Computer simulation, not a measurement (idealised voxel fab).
Proc. module: voxel tone inversion
The cross-section on display is named cut; it measures 160 nm wide, and its cells are 5 nm squares.
Reading order for cross-sections: top band down to bottom band. Underlying form: a grid of square cells. Band size: one or more rows of cells.
Each band's line starts with the height of the band's top and of its bottom, in nm. Then come its materials from left to right, each with its width in nm. One material with "throughout" fills the band from edge to edge. "blank" is empty space.
Heights are reckoned from 0. Under this level, the received wafer is all of one material. The bottommost band is open-ended downward, for example "top 0, no bottom".
You'd read "30->40" like this: the band's top row of cells is as wide as the first number, its bottom row is as wide as the second, and going down, every row changes width by the same amount as the row before did.
Given "identical to before" for a step, no cell of the cross-section differs between before and after that step.
The entry "Sealed void inventory" lists the empty spaces that cover at least 8 cells and have no open path to the top. Each is written as width x height at distance, where the distance is measured from the left edge and all three values are in nm.
It should be noted that, on the line of a given step, the content following the step's settings is a remark produced by the simulator itself with respect to that step.
"overlay nm", when on a step's line for a step with a mask, measures how far to the right of its planned place the mask lay; a negative measure means to the left.
[Listed below are the process steps as planned]
- 1: op RECEIVE | material Si
- 2: op CONFORMAL_DEP | material SiCN | thk nm 5
- 3: op DIRECTIONAL_DEP | material aC | thk nm 25
- 4: op PATTERN | tone cover | mask id POSTS | material resist | width nm 25 | pitch nm 40 | thk nm 30 | overlay nm 0
- 5: op DIRECTIONAL_ETCH | etch materials aC | depth nm 25
- 6: op STRIP | etch materials resist
- 7: op FILL_DEP | material SiO2 | thk nm 5
- 8: op CMP | height nm 30
- 9: op STRIP | etch materials aC
[First of two wafers - as planned]
[Wafer cross-section on receipt, i.e. after step 1]
> top 0, no bottom | Si throughout
> Sealed void inventory: none
[After step 2: wafer cross-section]
> top 5, bottom 0 | SiCN throughout
> Everything below 0 is unchanged.
[After step 3: wafer cross-section]
> top 30, bottom 5 | aC throughout
> Everything below 5 is unchanged.
[After step 4: wafer cross-section]
> top 60, bottom 30 | blank 25  resist 25  blank 15  resist 25  blank 15  resist 25  blank 30
> Everything below 30 is unchanged.
[After step 5: wafer cross-section]
> top 35, bottom 30 | blank 25  resist 25  blank 15  resist 25  blank 15  resist 25  blank 30
> top 30, bottom 5 | blank 25  aC 25  blank 15  aC 25  blank 15  aC 25  blank 30
> Everything below 5 is unchanged.
[After step 6: wafer cross-section]
> top 30, bottom 5 | blank 25  aC 25  blank 15  aC 25  blank 15  aC 25  blank 30
> Everything below 5 is unchanged.
[After step 7: wafer cross-section]
> top 35, bottom 30 | SiO2 throughout
> top 30, bottom 5 | SiO2 25  aC 25  SiO2 15  aC 25  SiO2 15  aC 25  SiO2 30
> Everything below 5 is unchanged.
[After step 8: wafer cross-section]
> top 30, bottom 5 | SiO2 25  aC 25  SiO2 15  aC 25  SiO2 15  aC 25  SiO2 30
> Everything below 5 is unchanged.
[After step 9: wafer cross-section]
> top 30, bottom 5 | SiO2 25  blank 25  SiO2 15  blank 25  SiO2 15  blank 25  SiO2 30
> Everything below 5 is unchanged.
[For the second wafer, take the first wafer's start and plan, then add one mistake made in running it; everything through step 3, that step included, is shared with the first]
[At the planned end of step 4, the second wafer in cross-section]
> top 60, bottom 30 | blank 30  resist 15  blank 25  resist 15  blank 25  resist 15  blank 35
> Everything below 30 is unchanged.
[At the planned end of step 5, the second wafer in cross-section]
> top 35, bottom 30 | blank 30  resist 15  blank 25  resist 15  blank 25  resist 15  blank 35
> top 30, bottom 5 | blank 30  aC 15  blank 25  aC 15  blank 25  aC 15  blank 35
> Everything below 5 is unchanged.
[At the planned end of step 6, the second wafer in cross-section]
> top 30, bottom 5 | blank 30  aC 15  blank 25  aC 15  blank 25  aC 15  blank 35
> Everything below 5 is unchanged.
[At the planned end of step 7, the second wafer in cross-section]
> top 35, bottom 30 | SiO2 throughout
> top 30, bottom 5 | SiO2 30  aC 15  SiO2 25  aC 15  SiO2 25  aC 15  SiO2 35
> Everything below 5 is unchanged.
[At the planned end of step 8, the second wafer in cross-section]
> top 30, bottom 5 | SiO2 30  aC 15  SiO2 25  aC 15  SiO2 25  aC 15  SiO2 35
> Everything below 5 is unchanged.
[At the planned end of step 9, the second wafer in cross-section]
> top 30, bottom 5 | SiO2 30  blank 15  SiO2 25  blank 15  SiO2 25  blank 15  SiO2 35
> Everything below 5 is unchanged.
The plan and the run diverged here: in deviation from the planned setting, step 4 was conducted as op PATTERN | tone cover | mask id POSTS | material resist | width nm 15 | pitch nm 40 | thk nm 30 | overlay nm 0
Wafer comparison, final, in cells, second relative to first, materials more or fewer: SiO2 +30
